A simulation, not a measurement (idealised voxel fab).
process module | voxel plated lines
cross-section cut | 225 nm wide | cells 5 nm
A cross-section is a grid of square cells, given in bands from the top down. A band is one or more rows of cells.
Each band's line starts with the height of the band's top and of its bottom, in nm. Then come its materials from left to right, each with its width in nm. One material with "throughout" fills the band from edge to edge. "air" is empty space.
Height 0 is the level under which the wafer as received is all one material. The lowest band goes on downwards, as in "0 down".
A width such as "30 to 40" changes by the same amount from each row of cells to the next, from the band's top row to its bottom row.
"no change" after a step means that no cell of the cross-section changed.
closed voids: empty space of 8 cells or more with no open way to the top, each as width x height at its distance from the left edge, in nm
after a step's settings: what the simulator itself notes on the step
overlay nm, on a step with a mask: how far to the right of its planned place the mask lay; to the left if negative
plan
1 op RECEIVE | material Si
2 op CONFORMAL_DEP | material Al2O3 | thk nm 5
3 op DIRECTIONAL_DEP | material TiN | thk nm 5
4 op PATTERN | tone open | mask id LINES | material resist | width nm 20 | pitch nm 45 | thk nm 30 | overlay nm 0
5 op EPI | material Ru | thk nm 5
6 op EPI | material Ru | thk nm 5
7 op STRIP | etch materials resist
8 op DIRECTIONAL_ETCH | etch materials TiN | depth nm 5
9 op CONFORMAL_DEP | material SiN | thk nm 10
first wafer, as planned
as received, after step 1
  0 down: Si throughout
  closed voids: none
after step 2
  5 to 0: Al2O3 throughout
  below 0: unchanged
after step 3
  10 to 5: TiN throughout
  below 5: unchanged
after step 4
  40 to 10: resist 80 | air 20 | resist 25 | air 20 | resist 80
  below 10: unchanged
after step 5
  40 to 15: resist 80 | air 20 | resist 25 | air 20 | resist 80
  15 to 10: resist 80 | Ru 20 | resist 25 | Ru 20 | resist 80
  below 10: unchanged
after step 6
  40 to 20: resist 80 | air 20 | resist 25 | air 20 | resist 80
  20 to 10: resist 80 | Ru 20 | resist 25 | Ru 20 | resist 80
  below 10: unchanged
after step 7
  20 to 10: air 80 | Ru 20 | air 25 | Ru 20 | air 80
  below 10: unchanged
after step 8
  20 to 10: air 80 | Ru 20 | air 25 | Ru 20 | air 80
  10 to 5: air 80 | TiN 20 | air 25 | TiN 20 | air 80
  below 5: unchanged
after step 9
  30 to 20: air 70 | SiN 40 | air 5 | SiN 40 | air 70
  20 to 15: air 70 | SiN 10 | Ru 20 | SiN 10 | air 5 | SiN 10 | Ru 20 | SiN 10 | air 70
  15 to 10: SiN 80 | Ru 20 | SiN 25 | Ru 20 | SiN 80
  10 to 5: SiN 80 | TiN 20 | SiN 25 | TiN 20 | SiN 80
  below 5: unchanged
second wafer: like start, like plan, one mistake. Through step 2 it matches the first wafer
when step 3 should have ended
  20 to 5: TiN throughout
  below 5: unchanged
when step 4 should have ended
  50 to 20: resist 80 | air 20 | resist 25 | air 20 | resist 80
  below 20: unchanged
when step 5 should have ended
  50 to 25: resist 80 | air 20 | resist 25 | air 20 | resist 80
  25 to 20: resist 80 | Ru 20 | resist 25 | Ru 20 | resist 80
  below 20: unchanged
when step 6 should have ended
  50 to 30: resist 80 | air 20 | resist 25 | air 20 | resist 80
  30 to 20: resist 80 | Ru 20 | resist 25 | Ru 20 | resist 80
  below 20: unchanged
when step 7 should have ended
  30 to 20: air 80 | Ru 20 | air 25 | Ru 20 | air 80
  below 20: unchanged
when step 8 should have ended
  30 to 20: air 80 | Ru 20 | air 25 | Ru 20 | air 80
  20 to 15: air 80 | TiN 20 | air 25 | TiN 20 | air 80
  below 15: unchanged
when step 9 should have ended
  40 to 30: air 70 | SiN 40 | air 5 | SiN 40 | air 70
  30 to 25: air 70 | SiN 10 | Ru 20 | SiN 10 | air 5 | SiN 10 | Ru 20 | SiN 10 | air 70
  25 to 20: SiN 80 | Ru 20 | SiN 25 | Ru 20 | SiN 80
  20 to 15: SiN 80 | TiN 20 | SiN 25 | TiN 20 | SiN 80
  below 15: unchanged
what went wrong: step 3 ran as: op DIRECTIONAL_DEP | material TiN | thk nm 15
at the end the second wafer has, in cells: 90 more of TiN
